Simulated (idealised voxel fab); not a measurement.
process module | voxel self aligned vias
cross-section cut | 230 nm wide | cells 5 nm
A cross-section is a grid of square cells, given in bands from the top down. A band is one or more rows of cells.
Each band's line starts with the height of the band's top and of its bottom, in nm. Then come its materials from left to right, each with its width in nm. One material with "throughout" fills the band from edge to edge. "air" is empty space.
Height 0 is the level under which the wafer as received is all one material. The lowest band goes on downwards, as in "0 down".
A width such as "30 to 40" changes by the same amount from each row of cells to the next, from the band's top row to its bottom row.
"no change" after a step means that no cell of the cross-section changed.
closed voids: empty space of 8 cells or more with no open way to the top, each as width x height at its distance from the left edge, in nm
after a step's settings: what the simulator itself notes on the step
overlay nm, on a step with a mask: how far to the right of its planned place the mask lay; to the left if negative
plan
1 op RECEIVE | material Si
2 op CONFORMAL_DEP | material SiO2 | thk nm 10
3 op CONFORMAL_DEP | material SiCN | thk nm 5
4 op DIRECTIONAL_DEP | material SiO2 | thk nm 30
5 op DIRECTIONAL_DEP | material aC | thk nm 10
6 op PATTERN | tone open | mask id LINES | material resist | width nm 20 | pitch nm 55 | thk nm 30 | overlay nm -15
7 op DIRECTIONAL_ETCH | etch materials aC | depth nm 10
8 op STRIP | etch materials resist
9 op DIRECTIONAL_ETCH | etch materials SiO2 | depth nm 30
10 op STRIP | etch materials aC
11 op CONFORMAL_DEP | material TiN | thk nm 5
12 op FILL_DEP | material Ru | thk nm 5
13 op CMP | height nm 45
14 op SELECTIVE_ETCH | etch materials W Ru TiN | depth nm 10
15 op FILL_DEP | material SiN | thk nm 10
16 op CMP | height nm 45
17 op DIRECTIONAL_DEP | material SiO2 | thk nm 20
18 op PATTERN | tone open | mask id VIAS | material resist | width nm 40 | pitch nm 110 | thk nm 20 | overlay nm 0
19 op DIRECTIONAL_ETCH | etch materials SiO2 | depth nm 20
20 op DIRECTIONAL_ETCH | etch materials SiN | depth nm 10
21 op STRIP | etch materials resist
22 op CONFORMAL_DEP | material TiN | thk nm 5
23 op FILL_DEP | material Cu | thk nm 10
24 op CMP | height nm 65
25 op CONFORMAL_DEP | material SiN | thk nm 5
varied across the wafers: overlay nm of step 6. The plan shows the first wafer's value. All wafers start alike
first wafer as received, after step 1
  0 down: Si throughout
  closed voids: none
first wafer at the end, after step 25
  70 to 65: SiN throughout
  65 to 50: SiO2 40 | TiN 5 | Cu 30 | TiN 5 | SiO2 70 | TiN 5 | Cu 30 | TiN 5 | SiO2 40
  50 to 45: SiO2 40 | TiN 5 | Cu 5 | TiN 30 | SiO2 70 | TiN 5 | Cu 5 | TiN 30 | SiO2 40
  45 to 40: SiO2 35 | SiN 5 | TiN 5 | Cu 5 | TiN 5 | SiO2 35 | SiN 20 | SiO2 35 | SiN 5 | TiN 5 | Cu 5 | TiN 5 | SiO2 65
  40 to 35: SiO2 35 | SiN 5 | TiN 15 | SiO2 35 | SiN 20 | SiO2 35 | SiN 5 | TiN 15 | SiO2 65
  35 to 20: SiO2 35 | TiN 5 | Ru 10 | TiN 5 | SiO2 35 | TiN 5 | Ru 10 | TiN 5 | SiO2 35 | TiN 5 | Ru 10 | TiN 5 | SiO2 65
  20 to 15: SiO2 35 | TiN 20 | SiO2 35 | TiN 20 | SiO2 35 | TiN 20 | SiO2 65
  15 to 10: SiCN throughout
  10 to 0: SiO2 throughout
  0 down: Si throughout
  closed voids: none
last wafer at the end
  70 to 65: SiN throughout
  65 to 50: SiO2 40 | TiN 5 | Cu 30 | TiN 5 | SiO2 70 | TiN 5 | Cu 30 | TiN 5 | SiO2 40
  50 to 45: SiO2 40 | TiN 30 | Cu 5 | TiN 5 | SiO2 70 | TiN 30 | Cu 5 | TiN 5 | SiO2 40
  45 to 40: SiO2 65 | TiN 5 | Cu 5 | TiN 5 | SiN 5 | SiO2 35 | SiN 20 | SiO2 35 | TiN 5 | Cu 5 | TiN 5 | SiN 5 | SiO2 35
  40 to 35: SiO2 65 | TiN 15 | SiN 5 | SiO2 35 | SiN 20 | SiO2 35 | TiN 15 | SiN 5 | SiO2 35
  35 to 20: SiO2 65 | TiN 5 | Ru 10 | TiN 5 | SiO2 35 | TiN 5 | Ru 10 | TiN 5 | SiO2 35 | TiN 5 | Ru 10 | TiN 5 | SiO2 35
  20 to 15: SiO2 65 | TiN 20 | SiO2 35 | TiN 20 | SiO2 35 | TiN 20 | SiO2 35
  15 to 10: SiCN throughout
  10 to 0: SiO2 throughout
  0 down: Si throughout
  closed voids: none
each wafer at the end: cells of each material gained (+) or lost (-) since it was received, then its closed voids
overlay nm -15 | +40 Cu | +18 Ru | +46 SiCN | +58 SiN | +416 SiO2 | +66 TiN | closed voids: none
overlay nm -10 | +44 Cu | +18 Ru | +46 SiCN | +54 SiN | +416 SiO2 | +66 TiN | closed voids: none
overlay nm -5 | +44 Cu | +18 Ru | +46 SiCN | +54 SiN | +416 SiO2 | +66 TiN | closed voids: none
overlay nm 0 | +44 Cu | +18 Ru | +46 SiCN | +54 SiN | +416 SiO2 | +66 TiN | closed voids: none
overlay nm 5 | +44 Cu | +18 Ru | +46 SiCN | +54 SiN | +416 SiO2 | +66 TiN | closed voids: none
overlay nm 10 | +44 Cu | +18 Ru | +46 SiCN | +54 SiN | +416 SiO2 | +66 TiN | closed voids: none
overlay nm 15 | +40 Cu | +18 Ru | +46 SiCN | +58 SiN | +416 SiO2 | +66 TiN | closed voids: none
